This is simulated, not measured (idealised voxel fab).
process module | voxel transistor to metal
cross-section cut | 295 nm wide | cells 5 nm
This document writes a cross-section as a grid whose cells are square, and gives it as bands, listed from the top down; one or more rows of cells form a band.
The entry gives the band's vertical extent as a top height and a bottom height in nm, then its horizontal make-up as materials from left to right, each with a width in nm. "blank" stands for empty space; a single material marked "full width" fills the band edge to edge.
Ref level 0: as-received wafer is one material below here. Bottom band extends down with no lower bound ("0 -> down").
Think of "30->40" as a width that walks from the first number to the second as you go down the band, top row to bottom row, taking equal-sized steps from row to row.
"same as before" after a step means that no cell of the cross-section changed.
Closed-off voids of 8+ cells (no open route to the top) go in "Closed voids list", written width x height at distance from the left edge, in nm.
On a step's line, text after the settings is the simulator commenting on that step.
The setting "overlay nm" may be written on the line of a step. When the step uses a mask, the value reports how far to the right of the planned place the mask lay, and a negative value reports that it lay to the left.

[Below is the list of planned process steps]
1. RECEIVE (material Si)
2. CONFORMAL_DEP (material SiO2; thk nm 5)
3. CONFORMAL_DEP (material SiN; thk nm 15)
4. PATTERN (tone cover; mask id ACTIVE; material resist; width nm 105; pitch nm 130; thk nm 20; overlay nm 0)
5. DIRECTIONAL_ETCH (etch materials SiN; depth nm 15)
6. DIRECTIONAL_ETCH (etch materials SiO2; depth nm 5)
7. DIRECTIONAL_ETCH (etch materials Si; depth nm 30)
8. STRIP (etch materials resist)
9. OXIDIZE (depth nm 5)
10. FILL_DEP (material SiO2; thk nm 15)
11. CMP (height nm 20)
12. SELECTIVE_ETCH (etch materials SiO2; depth nm 15)
13. STRIP (etch materials SiN)
14. SELECTIVE_ETCH (etch materials SiO2; depth nm 5)
15. OXIDIZE (depth nm 5)
16. DIRECTIONAL_DEP (material polySi; thk nm 25)
17. DIRECTIONAL_DEP (material SiCN; thk nm 15)
18. DIRECTIONAL_DEP (material aC; thk nm 10)
19. PATTERN (tone cover; mask id GATE; material resist; width nm 25; pitch nm 130; thk nm 25; overlay nm 0)
20. DIRECTIONAL_ETCH (etch materials aC; depth nm 10)
21. STRIP (etch materials resist)
22. DIRECTIONAL_ETCH (etch materials SiCN; depth nm 25)
23. DIRECTIONAL_ETCH (etch materials polySi; depth nm 35)
24. STRIP (etch materials aC)
25. CONFORMAL_DEP (material SiN; thk nm 5)
26. DIRECTIONAL_ETCH (etch materials SiN; depth nm 5)
27. DIRECTIONAL_ETCH (etch materials SiO2; depth nm 5)
28. DIRECTIONAL_ETCH (etch materials Si; depth nm 10)
29. EPI (material nSi; thk nm 15)
30. FILL_DEP (material SiO2; thk nm 5)
31. CMP (height nm 40)
32. DIRECTIONAL_DEP (material SiO2; thk nm 10)
33. PATTERN (tone open; mask id CONTACT; material resist; width nm 30; pitch nm 65; thk nm 15; overlay nm 0)
34. DIRECTIONAL_ETCH (etch materials SiO2; depth nm 50)
35. STRIP (etch materials resist)
36. CONFORMAL_DEP (material TiN; thk nm 5)
37. FILL_DEP (material W; thk nm 5)
38. CMP (height nm 50)
39. DIRECTIONAL_DEP (material TiN; thk nm 5)
40. DIRECTIONAL_DEP (material Ru; thk nm 15)
41. MASKED_ETCH (tone cover; mask id METAL_1; width nm 15; etch materials Ru; depth nm 15; overlay nm 0)
42. MASKED_ETCH (tone cover; mask id METAL_1; width nm 15; etch materials TiN; depth nm 5; overlay nm 0)
43. CONFORMAL_DEP (material SiN; thk nm 5)
44. FILL_DEP (material SiO2; thk nm 5)
45. CMP (height nm 70)
46. CONFORMAL_DEP (material SiCN; thk nm 5)
47. DIRECTIONAL_DEP (material SiO2; thk nm 25)
48. DIRECTIONAL_DEP (material aC; thk nm 10)
49. PATTERN (tone open; mask id METAL_2; material resist; width nm 15; pitch nm 130; thk nm 30; overlay nm 0)
50. DIRECTIONAL_ETCH (etch materials aC; depth nm 10)
51. STRIP (etch materials resist)
52. DIRECTIONAL_ETCH (etch materials SiO2; depth nm 15)
53. STRIP (etch materials aC)
54. MASKED_ETCH (tone open; mask id METAL_2_HOLES; width nm 15; pitch nm 130; etch materials SiO2; depth nm 10; overlay nm 0)
55. MASKED_ETCH (tone open; mask id METAL_2_HOLES; width nm 15; pitch nm 130; etch materials SiCN; depth nm 5; overlay nm 0)
56. CONFORMAL_DEP (material TiN; thk nm 5)
57. FILL_DEP (material Ru; thk nm 10)
58. CMP (height nm 100)
59. CONFORMAL_DEP (material SiN; thk nm 5)

[As-received wafer cross-section (after step 1)]
  0 -> down  Si full width
  Closed voids list: none

[Result of the module, cross-sectioned: start per above, plan per above, one error in how it was run]
  105 -> 100  SiN full width
  100 -> 75  SiO2: 35  TiN: 5  Ru: 5  TiN: 5  SiO2: 115  TiN: 5  Ru: 5  TiN: 5  SiO2: 115
  75 -> 70  SiCN: 35  TiN: 15  SiCN: 115  TiN: 15  SiCN: 115
  70 -> 55  SiO2: 30  SiN: 5  Ru: 15  SiN: 5  SiO2: 55  SiN: 5  Ru: 15  SiN: 5  SiO2: 25  SiN: 5  Ru: 15  SiN: 5  SiO2: 55  SiN: 5  Ru: 15  SiN: 5  SiO2: 30
  55 -> 50  SiN: 35  TiN: 15  SiN: 65  TiN: 15  SiN: 35  TiN: 15  SiN: 65  TiN: 15  SiN: 35
  50 -> 40  SiO2: 35  TiN: 5  W: 20  TiN: 5  SiO2: 35  TiN: 5  W: 20  TiN: 5  SiO2: 35  TiN: 5  W: 20  TiN: 5  SiO2: 35  TiN: 5  W: 20  TiN: 5  SiO2: 35
  40 -> 25  SiO2: 35  TiN: 5  W: 20  TiN: 5  SiN: 5  SiCN: 25  SiN: 5  TiN: 5  W: 20  TiN: 5  SiO2: 35  TiN: 5  W: 20  TiN: 5  SiN: 5  SiCN: 25  SiN: 5  TiN: 5  W: 20  TiN: 5  SiO2: 35
  25 -> 15  SiO2: 35  TiN: 5  W: 20  TiN: 5  SiN: 5  polySi: 25  SiN: 5  TiN: 5  W: 20  TiN: 5  SiO2: 35  TiN: 5  W: 20  TiN: 5  SiN: 5  polySi: 25  SiN: 5  TiN: 5  W: 20  TiN: 5  SiO2: 35
  15 -> 10  SiO2: 35  TiN: 5  W: 5  TiN: 20  SiN: 5  polySi: 25  SiN: 5  TiN: 20  W: 5  TiN: 5  SiO2: 35  TiN: 5  W: 5  TiN: 20  SiN: 5  polySi: 25  SiN: 5  TiN: 20  W: 5  TiN: 5  SiO2: 35
  10 -> 5  SiO2: 35  TiN: 5  W: 5  TiN: 5  nSi: 15  SiN: 5  polySi: 25  SiN: 5  nSi: 15  TiN: 5  W: 5  TiN: 5  SiO2: 35  TiN: 5  W: 5  TiN: 5  nSi: 15  SiN: 5  polySi: 25  SiN: 5  nSi: 15  TiN: 5  W: 5  TiN: 5  SiO2: 35
  5 -> 0  SiO2: 35  TiN: 15  nSi: 15  SiN: 5  polySi: 25  SiN: 5  nSi: 15  TiN: 15  SiO2: 35  TiN: 15  nSi: 15  SiN: 5  polySi: 25  SiN: 5  nSi: 15  TiN: 15  SiO2: 35
  0 -> -5  SiO2: 35  nSi: 30  SiO2: 35  nSi: 30  SiO2: 35  nSi: 30  SiO2: 35  nSi: 30  SiO2: 35
  -5 -> -15  SiO2: 40  nSi: 25  Si: 35  nSi: 25  SiO2: 45  nSi: 25  Si: 35  nSi: 25  SiO2: 40
  -15 -> -40  SiO2: 40  Si: 85  SiO2: 45  Si: 85  SiO2: 40
  -40 -> down  Si full width
  Closed voids list: none
Short version of what went wrong: step 9 was processed under conditions differing from the plan, specifically as OXIDIZE (depth nm 10)
